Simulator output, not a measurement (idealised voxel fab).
Title: Process Module voxel lift off
This is section cut - it's 260 nm across, gridded in 5 nm square cells.
For the purposes of this document, a cross-section shall be understood as a grid of square cells, specified as bands listed in top-to-bottom order, each band consisting of one or more rows of cells. Band entry format. Leading values: height of top, height of bottom, nm. Remainder: materials in left-to-right order, each with its width in nm. Special words: "throughout" on a single material, which then fills the band edge to edge; "empty", empty space. Height is counted from the level 0, under which the received wafer is composed throughout of one material. The lowest of the bands is not closed at the bottom but continues downward, in the notation "0 -> down". Graded width ("30..40"): value in top row of band = first number; value in bottom row = second number; row-to-row change constant. Key: "nothing changed" - step with no changed cell in the cross-section. Heads up: "Closed internal cavities" only lists the empty pockets with no open path to the top that are 8 cells or more, and it writes them as width x height at distance, distance from the left edge, in nm. If you see something after the settings on a step's line, that's the simulator's own remark about that step. Each step line may optionally specify "overlay nm", which for a step with a mask gives the rightward distance between the mask's planned place and where it lay, a negative value indicating the leftward direction.

**plan**
- 1: RECEIVE [material Si]
- 2: CONFORMAL_DEP [material SiO2] [thk nm 5]
- 3: PATTERN [tone open] [mask id LINES] [material resist] [width nm 25] [pitch nm 45] [thk nm 20] [overlay nm 0]
- 4: DIRECTIONAL_DEP [material Ru] [thk nm 10]
- 5: STRIP [etch materials resist]
- 6: CONFORMAL_DEP [material SiCN] [thk nm 10]
All wafers enter the flow in the same state. The thk nm at step 2 differs from wafer to wafer, and the plan gives the value for the first wafer.

**Cross-section of the first of several received wafers, showing its state after step 1**
> 0 -> down  Si throughout
> Closed internal cavities: none

**Wafer cross-section (first of several) - module end, post step 6 (last step)**
> 25 -> 15  60 empty  135 SiCN  65 empty
> 15 -> 5  70 SiCN  25 Ru  20 SiCN  25 Ru  20 SiCN  25 Ru  75 SiCN
> 5 -> 0  SiO2 throughout
> 0 -> down  Si throughout
> Closed internal cavities: none

**The module's end: a cross-section of the last wafer**
> 40 -> 30  60 empty  135 SiCN  65 empty
> 30 -> 20  70 SiCN  25 Ru  20 SiCN  25 Ru  20 SiCN  25 Ru  75 SiCN
> 20 -> 0  SiO2 throughout
> 0 -> down  Si throughout
> Closed internal cavities: none

**The table below has one row for each wafer; a row shows, as of the end of the module, how many cells of each material the wafer has gained, marked (+), or lost, marked (-), since it was received, and then the wafer's closed voids**
thk nm 5 | +30 Ru | +128 SiCN | +52 SiO2 | Closed internal cavities: none
thk nm 10 | +30 Ru | +128 SiCN | +104 SiO2 | Closed internal cavities: none
thk nm 15 | +30 Ru | +128 SiCN | +156 SiO2 | Closed internal cavities: none
thk nm 20 | +30 Ru | +128 SiCN | +208 SiO2 | Closed internal cavities: none
